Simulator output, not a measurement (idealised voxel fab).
process module | voxel gate over fins
cross-section cut | 235 nm wide | cells 5 nm
A cross-section is a grid of square cells, given in bands from the top down. A band is one or more rows of cells.
Each band's line starts with the height of the band's top and of its bottom, in nm. Then come its materials from left to right, each with its width in nm. One material with "throughout" fills the band from edge to edge. "air" is empty space.
Height 0 is the level under which the wafer as received is all one material. The lowest band goes on downwards, as in "0 down".
A width such as "30 to 40" changes by the same amount from each row of cells to the next, from the band's top row to its bottom row.
"no change" after a step means that no cell of the cross-section changed.
closed voids: empty space of 8 cells or more with no open way to the top, each as width x height at its distance from the left edge, in nm
after a step's settings: what the simulator itself notes on the step
overlay nm, on a step with a mask: how far to the right of its planned place the mask lay; to the left if negative
plan
1 op RECEIVE | material Si
2 op CONFORMAL_DEP | material SiN | thk nm 5
3 op PATTERN | tone cover | mask id FINS | material resist | width nm 15 | pitch nm 40 | thk nm 15 | overlay nm 0
4 op DIRECTIONAL_ETCH | etch materials SiN | depth nm 5
5 op DIRECTIONAL_ETCH | etch materials Si | depth nm 35
6 op STRIP | etch materials resist
7 op OXIDIZE | depth nm 5
8 op FILL_DEP | material SiO2 | thk nm 10
9 op CMP | height nm 5
10 op SELECTIVE_ETCH | etch materials SiO2 | depth nm 15
11 op STRIP | etch materials SiN
12 op CONFORMAL_DEP | material HfO2 | thk nm 5
13 op CONFORMAL_DEP | material TiN | thk nm 5
14 op CONFORMAL_DEP | material TiAl | thk nm 5
15 op CONFORMAL_DEP | material TiN | thk nm 5
16 op FILL_DEP | material W | thk nm 10
17 op CMP | height nm 25
18 op CONFORMAL_DEP | material SiCN | thk nm 5
first wafer, as planned
as received, after step 1
  0 down: Si throughout
  closed voids: none
after step 2
  5 to 0: SiN throughout
  below 0: unchanged
after step 3
  20 to 5: air 90 | resist 15 | air 25 | resist 15 | air 90
  below 5: unchanged
after step 4
  20 to 5: air 90 | resist 15 | air 25 | resist 15 | air 90
  5 to 0: air 90 | SiN 15 | air 25 | SiN 15 | air 90
  below 0: unchanged
after step 5
  20 to 5: air 90 | resist 15 | air 25 | resist 15 | air 90
  5 to 0: air 90 | SiN 15 | air 25 | SiN 15 | air 90
  0 to -35: air 90 | Si 15 | air 25 | Si 15 | air 90
  below -35: unchanged
after step 6
  5 to 0: air 90 | SiN 15 | air 25 | SiN 15 | air 90
  below 0: unchanged
after step 7
  5 to 0: air 90 | SiN 15 | air 25 | SiN 15 | air 90
  0 to -35: air 90 | SiO2 5 | Si 5 | SiO2 5 | air 25 | SiO2 5 | Si 5 | SiO2 5 | air 90
  -35 to -40: SiO2 95 | Si 5 | SiO2 35 | Si 5 | SiO2 95
  below -40: unchanged
after step 8
  15 to 5: SiO2 throughout
  5 to 0: SiO2 90 | SiN 15 | SiO2 25 | SiN 15 | SiO2 90
  0 to -40: SiO2 95 | Si 5 | SiO2 35 | Si 5 | SiO2 95
  below -40: unchanged
after step 9
  5 to 0: SiO2 90 | SiN 15 | SiO2 25 | SiN 15 | SiO2 90
  below 0: unchanged
after step 10
  5 to 0: air 90 | SiN 15 | air 25 | SiN 15 | air 90
  0 to -10: air 95 | Si 5 | air 35 | Si 5 | air 95
  below -10: unchanged
after step 11
  0 to -10: air 95 | Si 5 | air 35 | Si 5 | air 95
  below -10: unchanged
after step 12
  5 to 0: air 90 | HfO2 15 | air 25 | HfO2 15 | air 90
  0 to -5: air 90 | HfO2 5 | Si 5 | HfO2 5 | air 25 | HfO2 5 | Si 5 | HfO2 5 | air 90
  -5 to -10: HfO2 95 | Si 5 | HfO2 35 | Si 5 | HfO2 95
  below -10: unchanged
after step 13
  10 to 5: air 85 | TiN 25 | air 15 | TiN 25 | air 85
  5 to 0: air 85 | TiN 5 | HfO2 15 | TiN 5 | air 15 | TiN 5 | HfO2 15 | TiN 5 | air 85
  0 to -5: TiN 90 | HfO2 5 | Si 5 | HfO2 5 | TiN 25 | HfO2 5 | Si 5 | HfO2 5 | TiN 90
  below -5: unchanged
after step 14
  15 to 10: air 80 | TiAl 35 | air 5 | TiAl 35 | air 80
  10 to 5: air 80 | TiAl 5 | TiN 25 | TiAl 5 | air 5 | TiAl 5 | TiN 25 | TiAl 5 | air 80
  5 to 0: TiAl 85 | TiN 5 | HfO2 15 | TiN 5 | TiAl 15 | TiN 5 | HfO2 15 | TiN 5 | TiAl 85
  below 0: unchanged
after step 15
  20 to 15: air 75 | TiN 85 | air 75
  15 to 10: air 75 | TiN 5 | TiAl 35 | TiN 5 | TiAl 35 | TiN 5 | air 75
  10 to 5: TiN 80 | TiAl 5 | TiN 25 | TiAl 5 | TiN 5 | TiAl 5 | TiN 25 | TiAl 5 | TiN 80
  below 5: unchanged
after step 16
  30 to 20: W throughout
  20 to 15: W 75 | TiN 85 | W 75
  15 to 10: W 75 | TiN 5 | TiAl 35 | TiN 5 | TiAl 35 | TiN 5 | W 75
  below 10: unchanged
after step 17
  25 to 20: W throughout
  below 20: unchanged
after step 18
  30 to 25: SiCN throughout
  below 25: unchanged
second wafer: like start, like plan, one mistake. Through step 10 it matches the first wafer
when step 11 should have ended
  5 to 0: air 90 | SiN 15 | air 25 | SiN 15 | air 90
  0 to -40: air 95 | Si 5 | air 35 | Si 5 | air 95
  below -40: unchanged
when step 12 should have ended
  10 to 5: air 85 | HfO2 25 | air 15 | HfO2 25 | air 85
  5 to 0: air 85 | HfO2 5 | SiN 15 | HfO2 5 | air 15 | HfO2 5 | SiN 15 | HfO2 5 | air 85
  0 to -5: air 85 | HfO2 10 | Si 5 | HfO2 10 | air 15 | HfO2 10 | Si 5 | HfO2 10 | air 85
  -5 to -35: air 90 | HfO2 5 | Si 5 | HfO2 5 | air 25 | HfO2 5 | Si 5 | HfO2 5 | air 90
  -35 to -40: HfO2 95 | Si 5 | HfO2 35 | Si 5 | HfO2 95
  below -40: unchanged
when step 13 should have ended
  15 to 10: air 80 | TiN 35 | air 5 | TiN 35 | air 80
  10 to 5: air 80 | TiN 5 | HfO2 25 | TiN 5 | air 5 | TiN 5 | HfO2 25 | TiN 5 | air 80
  5 to 0: air 80 | TiN 5 | HfO2 5 | SiN 15 | HfO2 5 | TiN 5 | air 5 | TiN 5 | HfO2 5 | SiN 15 | HfO2 5 | TiN 5 | air 80
  0 to -10: air 80 | TiN 5 to 10 | HfO2 10 to 5 | Si 5 | HfO2 10 to 5 | TiN 5 to 10 | air 5 | TiN 5 to 10 | HfO2 10 to 5 | Si 5 | HfO2 10 to 5 | TiN 5 to 10 | air 80
  -10 to -30: air 85 | TiN 5 | HfO2 5 | Si 5 | HfO2 5 | TiN 5 | air 15 | TiN 5 | HfO2 5 | Si 5 | HfO2 5 | TiN 5 | air 85
  -30 to -35: TiN 90 | HfO2 5 | Si 5 | HfO2 5 | TiN 25 | HfO2 5 | Si 5 | HfO2 5 | TiN 90
  below -35: unchanged
when step 14 should have ended
  20 to 15: air 75 | TiAl 85 | air 75
  15 to 10: air 75 | TiAl 5 | TiN 35 | TiAl 5 | TiN 35 | TiAl 5 | air 75
  10 to 5: air 75 | TiAl 5 | TiN 5 | HfO2 25 | TiN 5 | TiAl 5 | TiN 5 | HfO2 25 | TiN 5 | TiAl 5 | air 75
  5 to 0: air 75 | TiAl 5 | TiN 5 | HfO2 5 | SiN 15 | HfO2 5 | TiN 5 | TiAl 5 | TiN 5 | HfO2 5 | SiN 15 | HfO2 5 | TiN 5 | TiAl 5 | air 75
  0 to -10: air 75 | TiAl 5 | TiN 5 to 10 | HfO2 10 to 5 | Si 5 | HfO2 10 to 5 | TiN 5 to 10 | TiAl 5 | TiN 5 to 10 | HfO2 10 to 5 | Si 5 | HfO2 10 to 5 | TiN 5 to 10 | TiAl 5 | air 75
  -10 to -15: air 75 | TiAl 10 | TiN 5 | HfO2 5 | Si 5 | HfO2 5 | TiN 5 | TiAl 15 | TiN 5 | HfO2 5 | Si 5 | HfO2 5 | TiN 5 | TiAl 10 | air 75
  -15 to -25: air 80 | TiAl 5 | TiN 5 | HfO2 5 | Si 5 | HfO2 5 | TiN 5 | TiAl 5 | air 5 | TiAl 5 | TiN 5 | HfO2 5 | Si 5 | HfO2 5 | TiN 5 | TiAl 5 | air 80
  -25 to -30: TiAl 85 | TiN 5 | HfO2 5 | Si 5 | HfO2 5 | TiN 5 | TiAl 15 | TiN 5 | HfO2 5 | Si 5 | HfO2 5 | TiN 5 | TiAl 85
  below -30: unchanged
when step 15 should have ended
  25 to 20: air 70 | TiN 95 | air 70
  20 to 15: air 70 | TiN 5 | TiAl 85 | TiN 5 | air 70
  15 to 10: air 70 | TiN 5 | TiAl 5 | TiN 35 | TiAl 5 | TiN 35 | TiAl 5 | TiN 5 | air 70
  10 to 5: air 70 | TiN 5 | TiAl 5 | TiN 5 | HfO2 25 | TiN 5 | TiAl 5 | TiN 5 | HfO2 25 | TiN 5 | TiAl 5 | TiN 5 | air 70
  5 to 0: air 70 | TiN 5 | TiAl 5 | TiN 5 | HfO2 5 | SiN 15 | HfO2 5 | TiN 5 | TiAl 5 | TiN 5 | HfO2 5 | SiN 15 | HfO2 5 | TiN 5 | TiAl 5 | TiN 5 | air 70
  0 to -10: air 70 | TiN 5 | TiAl 5 | TiN 5 to 10 | HfO2 10 to 5 | Si 5 | HfO2 10 to 5 | TiN 5 to 10 | TiAl 5 | TiN 5 to 10 | HfO2 10 to 5 | Si 5 | HfO2 10 to 5 | TiN 5 to 10 | TiAl 5 | TiN 5 | air 70
  -10 to -15: air 70 | TiN 5 | TiAl 10 | TiN 5 | HfO2 5 | Si 5 | HfO2 5 | TiN 5 | TiAl 15 | TiN 5 | HfO2 5 | Si 5 | HfO2 5 | TiN 5 | TiAl 10 | TiN 5 | air 70
  -15 to -20: air 70 | TiN 10 | TiAl 5 | TiN 5 | HfO2 5 | Si 5 | HfO2 5 | TiN 5 | TiAl 5 | air 5 | TiAl 5 | TiN 5 | HfO2 5 | Si 5 | HfO2 5 | TiN 5 | TiAl 5 | TiN 10 | air 70
  -20 to -25: TiN 80 | TiAl 5 | TiN 5 | HfO2 5 | Si 5 | HfO2 5 | TiN 5 | TiAl 5 | air 5 | TiAl 5 | TiN 5 | HfO2 5 | Si 5 | HfO2 5 | TiN 5 | TiAl 5 | TiN 80
  below -25: unchanged
when step 16 should have ended
  35 to 25: W throughout
  25 to 20: W 70 | TiN 95 | W 70
  20 to 15: W 70 | TiN 5 | TiAl 85 | TiN 5 | W 70
  15 to 10: W 70 | TiN 5 | TiAl 5 | TiN 35 | TiAl 5 | TiN 35 | TiAl 5 | TiN 5 | W 70
  10 to 5: W 70 | TiN 5 | TiAl 5 | TiN 5 | HfO2 25 | TiN 5 | TiAl 5 | TiN 5 | HfO2 25 | TiN 5 | TiAl 5 | TiN 5 | W 70
  5 to 0: W 70 | TiN 5 | TiAl 5 | TiN 5 | HfO2 5 | SiN 15 | HfO2 5 | TiN 5 | TiAl 5 | TiN 5 | HfO2 5 | SiN 15 | HfO2 5 | TiN 5 | TiAl 5 | TiN 5 | W 70
  0 to -10: W 70 | TiN 5 | TiAl 5 | TiN 5 to 10 | HfO2 10 to 5 | Si 5 | HfO2 10 to 5 | TiN 5 to 10 | TiAl 5 | TiN 5 to 10 | HfO2 10 to 5 | Si 5 | HfO2 10 to 5 | TiN 5 to 10 | TiAl 5 | TiN 5 | W 70
  -10 to -15: W 70 | TiN 5 | TiAl 10 | TiN 5 | HfO2 5 | Si 5 | HfO2 5 | TiN 5 | TiAl 15 | TiN 5 | HfO2 5 | Si 5 | HfO2 5 | TiN 5 | TiAl 10 | TiN 5 | W 70
  -15 to -20: W 70 | TiN 10 | TiAl 5 | TiN 5 | HfO2 5 | Si 5 | HfO2 5 | TiN 5 | TiAl 5 | air 5 | TiAl 5 | TiN 5 | HfO2 5 | Si 5 | HfO2 5 | TiN 5 | TiAl 5 | TiN 10 | W 70
  below -20: unchanged
when step 17 should have ended
  25 to 20: W 70 | TiN 95 | W 70
  below 20: unchanged
when step 18 should have ended
  30 to 25: SiCN throughout
  below 25: unchanged
what went wrong: step 11 ran as: op STRIP | etch materials SiO2
at the end the second wafer has, in cells: 36 more of HfO2 | 6 more of SiN | 270 fewer of SiO2 | 29 more of TiAl | 52 more of TiN | 145 more of W
